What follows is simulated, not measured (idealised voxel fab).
Process module in this document: voxel ribs on slabs
cross-section cut | 190 nm wide | cells 5 nm
Heads up, the way a cross-section reads in here is a grid of square cells, handed over as bands from the top down, with every band being one or more rows of cells. It is stipulated that each band's entry specify, in nanometres, the height of the top of the band and then that of its bottom, followed by the materials of the band in left-to-right sequence, each together with its width in nanometres. A single material marked by the word "edge to edge" is understood to fill the band from edge to edge; the word "air" is understood to denote empty space. Counting heights begins at 0, where everything beneath is, in the wafer as received, one material. The lowest band has no bottom; it goes on downwards, as "0 and below" shows. So if you see something like "30->40" for the width, read it as the top row of the band sitting at the first number and the bottom row at the second, with every row in between moving by the same amount as the last. The cross-section has no changed cell in any step marked "nothing was modified". Empty spaces without an open route to the top, at least 8 cells in extent, make up the entry "closed voids"; each is given as width x height at distance, where the distance is measured from the left edge, and all are in nm. Formally, on a step line, whatever follows the settings is a remark that the simulator itself makes on the step. The setting "overlay nm" may be written on the line of a step. When the step uses a mask, the value reports how far to the right of the planned place the mask lay, and a negative value reports that it lay to the left.
The following list gives the planned process steps:
| 1 | RECEIVE,material Si |
| 2 | DIRECTIONAL_DEP,material SiO2,thk nm 20 |
| 3 | DIRECTIONAL_DEP,material polySi,thk nm 15 |
| 4 | MASKED_ETCH,tone cover,mask id RIB,width nm 30,etch materials polySi,depth nm 5,overlay nm 0 |
| 5 | DIRECTIONAL_DEP,material aC,thk nm 15 |
| 6 | PATTERN,tone cover,mask id SLAB,material resist,width nm 70,thk nm 30,overlay nm 0 |
| 7 | DIRECTIONAL_ETCH,etch materials aC,depth nm 15 |
| 8 | STRIP,etch materials resist |
| 9 | DIRECTIONAL_ETCH,etch materials polySi,depth nm 10 |
| 10 | STRIP,etch materials aC |
| 11 | FILL_DEP,material SiO2,thk nm 30 |
| 12 | CMP,height nm 55 |
| 13 | DIRECTIONAL_DEP,material W,thk nm 10 |
| 14 | PATTERN,tone cover,mask id HEATER,material resist,width nm 40,thk nm 20,overlay nm 0 |
| 15 | DIRECTIONAL_ETCH,etch materials W,depth nm 10 |
| 16 | STRIP,etch materials resist |
| 17 | CONFORMAL_DEP,material SiN,thk nm 5 |
Received-state cross-section, reflecting completion of step 1:
> 0 and below | Si edge to edge
> closed voids: none
The module was run from the start shown above using the plan shown above, but one mistake was made doing it; the resulting wafer cross-section is below:
> 65 down to 55 | air 75 nm | W 40 nm | air 75 nm
> 55 down to 35 | SiO2 edge to edge
> 35 down to 30 | SiO2 80 nm | polySi 30 nm | SiO2 80 nm
> 30 down to 20 | SiO2 60 nm | polySi 70 nm | SiO2 60 nm
> 20 down to 0 | SiO2 edge to edge
> 0 and below | Si edge to edge
> closed voids: none
Where did the run depart from the plan? step 17 from the plan never happened, it was just skipped
